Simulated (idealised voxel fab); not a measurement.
Process module name: voxel wiring stack
We display cut, a cross-section 240 nm in width whose square cells are each 5 nm.
Cross-section spec: square-cell grid; bands listed top down; each band is one or more rows.
Basically the band line says how high the top is and how high the bottom is, in nm, and then what's in it from left to right, every material with its width in nm. Empty space shows up as "empty", and if a single material carries "all across" it runs the full band edge to edge.
Measure heights from 0. That's the level where, below it, the as-received wafer is all one material. The lowest band is bottomless and extends downward; write it as in "top 0, no bottom".
Read "30..40" as a graded width: first number on top, second number at the bottom, same change between each pair of neighbouring rows.
The designation "stayed the same", where it is given for a processing step, indicates that no cell of the cross-section was altered in the course of that step.
"Listed closed voids" contains a list of empty spaces, each no smaller than 8 cells and without an open way to the top, written in the form width x height at distance with the distance from the left edge and all three in nm.
It should be noted that, on the line of a given step, the content following the step's settings is a remark produced by the simulator itself with respect to that step.
The setting "overlay nm" may be written on the line of a step. When the step uses a mask, the value reports how far to the right of the planned place the mask lay, and a negative value reports that it lay to the left.
**These are the steps we planned for the process**
1) RECEIVE [material Si]
2) CONFORMAL_DEP [material SiO2] [thk nm 15]
3) CONFORMAL_DEP [material SiN] [thk nm 5]
4) DIRECTIONAL_DEP [material lowk] [thk nm 20]
5) MASKED_ETCH [tone open] [mask id METAL_1] [width nm 30] [pitch nm 50] [etch materials lowk] [depth nm 20] [overlay nm 0]
6) MASKED_ETCH [tone open] [mask id METAL_1] [width nm 30] [pitch nm 50] [etch materials SiN] [depth nm 5] [overlay nm 0]
7) CONFORMAL_DEP [material TiN] [thk nm 5]
8) FILL_DEP [material Cu] [thk nm 5]
9) CMP [height nm 40]
10) CONFORMAL_DEP [material SiCN] [thk nm 5]
11) DIRECTIONAL_DEP [material SiO2] [thk nm 35]
12) DIRECTIONAL_DEP [material aC] [thk nm 15]
13) PATTERN [tone open] [mask id METAL_2] [material resist] [width nm 30] [pitch nm 50] [thk nm 35] [overlay nm 0]
14) DIRECTIONAL_ETCH [etch materials aC] [depth nm 15]
15) STRIP [etch materials resist]
16) DIRECTIONAL_ETCH [etch materials SiO2] [depth nm 20]
17) STRIP [etch materials aC]
18) MASKED_ETCH [tone open] [mask id METAL_2_HOLES] [width nm 15] [pitch nm 50] [etch materials SiO2] [depth nm 15] [overlay nm 0]
19) MASKED_ETCH [tone open] [mask id METAL_2_HOLES] [width nm 15] [pitch nm 50] [etch materials SiCN] [depth nm 5] [overlay nm 0]
20) CONFORMAL_DEP [material TiN] [thk nm 5]
21) FILL_DEP [material Cu] [thk nm 10]
22) CMP [height nm 80]
23) CONFORMAL_DEP [material SiCN] [thk nm 5]
24) DIRECTIONAL_DEP [material SiO2] [thk nm 30]
25) DIRECTIONAL_DEP [material aC] [thk nm 15]
26) PATTERN [tone open] [mask id METAL_3_HOLES] [material resist] [width nm 15] [thk nm 30] [overlay nm 0]
27) DIRECTIONAL_ETCH [etch materials aC] [depth nm 15]
28) STRIP [etch materials resist]
29) DIRECTIONAL_ETCH [etch materials SiO2] [depth nm 30]
30) STRIP [etch materials aC]
31) DIRECTIONAL_DEP [material aC] [thk nm 10]
32) PATTERN [tone open] [mask id METAL_3] [material resist] [width nm 30] [pitch nm 50] [thk nm 25] [overlay nm 0]
33) DIRECTIONAL_ETCH [etch materials aC] [depth nm 10]
34) STRIP [etch materials resist]
35) DIRECTIONAL_ETCH [etch materials SiO2] [depth nm 15]
36) DIRECTIONAL_ETCH [etch materials SiCN] [depth nm 5]
37) STRIP [etch materials aC]
38) CONFORMAL_DEP [material TiN] [thk nm 5]
39) FILL_DEP [material Cu] [thk nm 10]
40) CMP [height nm 115]
41) CONFORMAL_DEP [material SiCN] [thk nm 5]
**Cross-section, incoming material, after step 1**
top 0, no bottom | Si all across
Listed closed voids: none
**First of two wafers at the end of the module, shown in cross-section; run carried out as planned**
top 120, bottom 115 | SiCN all across
top 115, bottom 105 | 80 nm SiO2  5 nm TiN  20 nm Cu  5 nm TiN  20 nm SiO2  5 nm TiN  20 nm Cu  5 nm TiN  80 nm SiO2
top 105, bottom 100 | 80 nm SiO2  5 nm TiN  5 nm Cu  20 nm TiN  20 nm SiO2  30 nm TiN  80 nm SiO2
top 100, bottom 85 | 80 nm SiO2  5 nm TiN  5 nm Cu  5 nm TiN  145 nm SiO2
top 85, bottom 80 | 80 nm SiCN  15 nm TiN  145 nm SiCN
top 80, bottom 65 | 80 nm SiO2  5 nm TiN  20 nm Cu  5 nm TiN  20 nm SiO2  5 nm TiN  20 nm Cu  5 nm TiN  80 nm SiO2
top 65, bottom 60 | 80 nm SiO2  5 nm TiN  5 nm Cu  20 nm TiN  20 nm SiO2  5 nm TiN  5 nm Cu  20 nm TiN  80 nm SiO2
top 60, bottom 45 | 80 nm SiO2  5 nm TiN  5 nm Cu  5 nm TiN  35 nm SiO2  5 nm TiN  5 nm Cu  5 nm TiN  95 nm SiO2
top 45, bottom 40 | 80 nm SiCN  15 nm TiN  35 nm SiCN  15 nm TiN  95 nm SiCN
top 40, bottom 20 | 80 nm lowk  5 nm TiN  20 nm Cu  5 nm TiN  20 nm lowk  5 nm TiN  20 nm Cu  5 nm TiN  80 nm lowk
top 20, bottom 15 | 80 nm SiN  30 nm TiN  20 nm SiN  30 nm TiN  80 nm SiN
top 15, bottom 0 | SiO2 all across
top 0, no bottom | Si all across
Listed closed voids: none
**Presented here is a cross-section of the second of the two wafers as it stood at the end of the module. It was started in the same manner and assigned the same plan as the first wafer; however, one mistake was made in its execution**
top 120, bottom 115 | SiCN all across
top 115, bottom 105 | 80 nm SiO2  5 nm TiN  20 nm Cu  5 nm TiN  20 nm SiO2  5 nm TiN  20 nm Cu  5 nm TiN  80 nm SiO2
top 105, bottom 100 | 80 nm SiO2  5 nm TiN  5 nm Cu  20 nm TiN  20 nm SiO2  30 nm TiN  80 nm SiO2
top 100, bottom 85 | 80 nm SiO2  5 nm TiN  5 nm Cu  5 nm TiN  145 nm SiO2
top 85, bottom 80 | 80 nm SiCN  15 nm TiN  145 nm SiCN
top 80, bottom 65 | 80 nm SiO2  5 nm TiN  20 nm Cu  5 nm TiN  20 nm SiO2  5 nm TiN  20 nm Cu  5 nm TiN  80 nm SiO2
top 65, bottom 60 | 80 nm SiO2  5 nm TiN  5 nm Cu  20 nm TiN  20 nm SiO2  5 nm TiN  5 nm Cu  20 nm TiN  80 nm SiO2
top 60, bottom 45 | 80 nm SiO2  5 nm TiN  5 nm Cu  5 nm TiN  35 nm SiO2  5 nm TiN  5 nm Cu  5 nm TiN  95 nm SiO2
top 45, bottom 40 | 80 nm SiCN  15 nm TiN  35 nm SiCN  15 nm TiN  95 nm SiCN
top 40, bottom 20 | 80 nm lowk  5 nm SiCN  20 nm Cu  5 nm SiCN  20 nm lowk  5 nm SiCN  20 nm Cu  5 nm SiCN  80 nm lowk
top 20, bottom 15 | 80 nm SiN  30 nm SiCN  20 nm SiN  30 nm SiCN  80 nm SiN
top 15, bottom 0 | SiO2 all across
top 0, no bottom | Si all across
Listed closed voids: none
Diagnosis: it should be noted that step 7 was executed with settings other than those planned, the operation and settings actually applied being CONFORMAL_DEP [material SiCN] [thk nm 5]
Upon completion, the second wafer contains, in terms of cells, a greater or smaller amount of certain materials than the first wafer: +28 SiCN, -28 TiN
